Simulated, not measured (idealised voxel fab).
Module name: voxel wiring stack (process module)
cross-section cut | 245 nm wide | cells 5 nm
A cross-section in this document is a grid of square cells, and it is written down as bands, the top band listed before the ones below it; a band is made up of one or more rows of cells.
A band entry consists of two parts. The first gives the height of the band's top and the height of its bottom, in nm. The rest lists the band's materials from left to right, each with its width in nm. A single material labelled with the word "edge to edge" fills the band from edge to edge, and the word "air" marks empty space.
Below 0: as-received wafer, all one material; heights counted from there. Lowest band: no bottom, goes on down, written "0 and below".
Note: "30..40" means the width goes from the first number (top row of the band) to the second number (bottom row) in equal steps per row of cells.
For the purposes of this document, the phrase "identical to before" attached to a step denotes that no cell within the cross-section was modified by that step.
"Sealed void listing": sealed empty spaces, 8 cells or more, no open way to top, listed width x height at distance, with distance from the left edge and width, height and distance in nm.
Whatever follows a step's settings on its line is a remark the simulator itself makes about that step.
For masked steps, "overlay nm" on the step line gives how far right of plan the mask actually lay; a minus sign means it lay to the left.
### These are the steps we planned for the process
1) RECEIVE, material Si
2) CONFORMAL_DEP, material SiO2, thk nm 10
3) DIRECTIONAL_DEP, material TiN, thk nm 5
4) DIRECTIONAL_DEP, material Ru, thk nm 15
5) MASKED_ETCH, tone cover, mask id METAL_1, width nm 20, pitch nm 50, etch materials Ru, depth nm 15, overlay nm 0
6) MASKED_ETCH, tone cover, mask id METAL_1, width nm 20, pitch nm 50, etch materials TiN, depth nm 5, overlay nm 0
7) CONFORMAL_DEP, material SiN, thk nm 5
8) FILL_DEP, material SiO2, thk nm 5
9) CMP, height nm 30
10) CONFORMAL_DEP, material SiCN, thk nm 5
11) DIRECTIONAL_DEP, material lowk, thk nm 25
12) DIRECTIONAL_DEP, material aC, thk nm 10
13) PATTERN, tone open, mask id METAL_2_HOLES, material resist, width nm 15, pitch nm 100, thk nm 30, overlay nm -15
14) DIRECTIONAL_ETCH, etch materials aC, depth nm 10
15) STRIP, etch materials resist
16) DIRECTIONAL_ETCH, etch materials lowk, depth nm 25
17) STRIP, etch materials aC
18) PATTERN, tone open, mask id METAL_2, material resist, width nm 20, pitch nm 50, thk nm 15, overlay nm 0
19) DIRECTIONAL_ETCH, etch materials lowk, depth nm 15
20) DIRECTIONAL_ETCH, etch materials SiCN, depth nm 5
21) STRIP, etch materials resist
22) CONFORMAL_DEP, material TiN, thk nm 5
23) FILL_DEP, material Cu, thk nm 10
24) CMP, height nm 60
25) CONFORMAL_DEP, material SiCN, thk nm 5
The overlay nm used in step 13 is not the same on every wafer, whereas the starting condition is; the value printed in the plan is the first wafer's.
### As-received cross-section, first of several wafers, post step 1
- 0 and below | Si edge to edge
- Sealed void listing: none
### Here is the cross-section of the first of several wafers at the end of the module, after its last step, step 25
- 65 down to 60 | SiCN edge to edge
- 60 down to 50 | 20 of lowk, 5 of TiN, 25 of Cu, 5 of TiN, 30 of lowk, 5 of TiN, 10 of Cu, 5 of TiN, 15 of lowk, 5 of TiN, 25 of Cu, 5 of TiN, 30 of lowk, 5 of TiN, 10 of Cu, 5 of TiN, 40 of lowk
- 50 down to 45 | 20 of lowk, 5 of TiN, 5 of Cu, 25 of TiN, 30 of lowk, 20 of TiN, 15 of lowk, 5 of TiN, 5 of Cu, 25 of TiN, 30 of lowk, 20 of TiN, 40 of lowk
- 45 down to 40 | 20 of lowk, 5 of TiN, 5 of Cu, 5 of TiN, 85 of lowk, 5 of TiN, 5 of Cu, 5 of TiN, 110 of lowk
- 40 down to 35 | 20 of lowk, 15 of TiN, 85 of lowk, 15 of TiN, 110 of lowk
- 35 down to 30 | SiCN edge to edge
- 30 down to 15 | 30 of SiO2, 5 of SiN, 20 of Ru, 5 of SiN, 20 of SiO2, 5 of SiN, 20 of Ru, 5 of SiN, 20 of SiO2, 5 of SiN, 20 of Ru, 5 of SiN, 20 of SiO2, 5 of SiN, 20 of Ru, 5 of SiN, 35 of SiO2
- 15 down to 10 | 35 of SiN, 20 of TiN, 30 of SiN, 20 of TiN, 30 of SiN, 20 of TiN, 30 of SiN, 20 of TiN, 40 of SiN
- 10 down to 0 | SiO2 edge to edge
- 0 and below | Si edge to edge
- Sealed void listing: none
### Sectional view of the last wafer upon completion of the module
- 65 down to 60 | SiCN edge to edge
- 60 down to 50 | 35 of lowk, 5 of TiN, 20 of Cu, 5 of TiN, 20 of lowk, 5 of TiN, 10 of Cu, 5 of TiN, 30 of lowk, 5 of TiN, 20 of Cu, 5 of TiN, 20 of lowk, 5 of TiN, 10 of Cu, 5 of TiN, 40 of lowk
- 50 down to 45 | 35 of lowk, 20 of TiN, 5 of Cu, 5 of TiN, 20 of lowk, 20 of TiN, 30 of lowk, 20 of TiN, 5 of Cu, 5 of TiN, 20 of lowk, 20 of TiN, 40 of lowk
- 45 down to 40 | 50 of lowk, 5 of TiN, 5 of Cu, 5 of TiN, 85 of lowk, 5 of TiN, 5 of Cu, 5 of TiN, 80 of lowk
- 40 down to 35 | 50 of lowk, 15 of TiN, 85 of lowk, 15 of TiN, 80 of lowk
- 35 down to 30 | 50 of SiCN, 5 of TiN, 95 of SiCN, 5 of TiN, 90 of SiCN
- 30 down to 15 | 30 of SiO2, 5 of SiN, 20 of Ru, 5 of SiN, 20 of SiO2, 5 of SiN, 20 of Ru, 5 of SiN, 20 of SiO2, 5 of SiN, 20 of Ru, 5 of SiN, 20 of SiO2, 5 of SiN, 20 of Ru, 5 of SiN, 35 of SiO2
- 15 down to 10 | 35 of SiN, 20 of TiN, 30 of SiN, 20 of TiN, 30 of SiN, 20 of TiN, 30 of SiN, 20 of TiN, 40 of SiN
- 10 down to 0 | SiO2 edge to edge
- 0 and below | Si edge to edge
- Sealed void listing: none
### Quick key for the table: a row per wafer, taken at the end of the module. For each material it tells you how many cells the wafer gained (+) or lost (-) since it came in, and the closed voids come after
overlay nm -15, +32 Cu, +48 Ru, +98 SiCN, +57 SiN, +173 SiO2, +62 TiN, +167 lowk, Sealed void listing: none
overlay nm -10, +28 Cu, +48 Ru, +96 SiCN, +57 SiN, +173 SiO2, +62 TiN, +173 lowk, Sealed void listing: none
overlay nm -5, +24 Cu, +48 Ru, +94 SiCN, +57 SiN, +173 SiO2, +62 TiN, +179 lowk, Sealed void listing: none
overlay nm 0, +22 Cu, +48 Ru, +92 SiCN, +57 SiN, +173 SiO2, +60 TiN, +185 lowk, Sealed void listing: none
overlay nm 5, +22 Cu, +48 Ru, +92 SiCN, +57 SiN, +173 SiO2, +60 TiN, +185 lowk, Sealed void listing: none
overlay nm 10, +24 Cu, +48 Ru, +94 SiCN, +57 SiN, +173 SiO2, +62 TiN, +179 lowk, Sealed void listing: none
overlay nm 15, +28 Cu, +48 Ru, +96 SiCN, +57 SiN, +173 SiO2, +62 TiN, +173 lowk, Sealed void listing: none
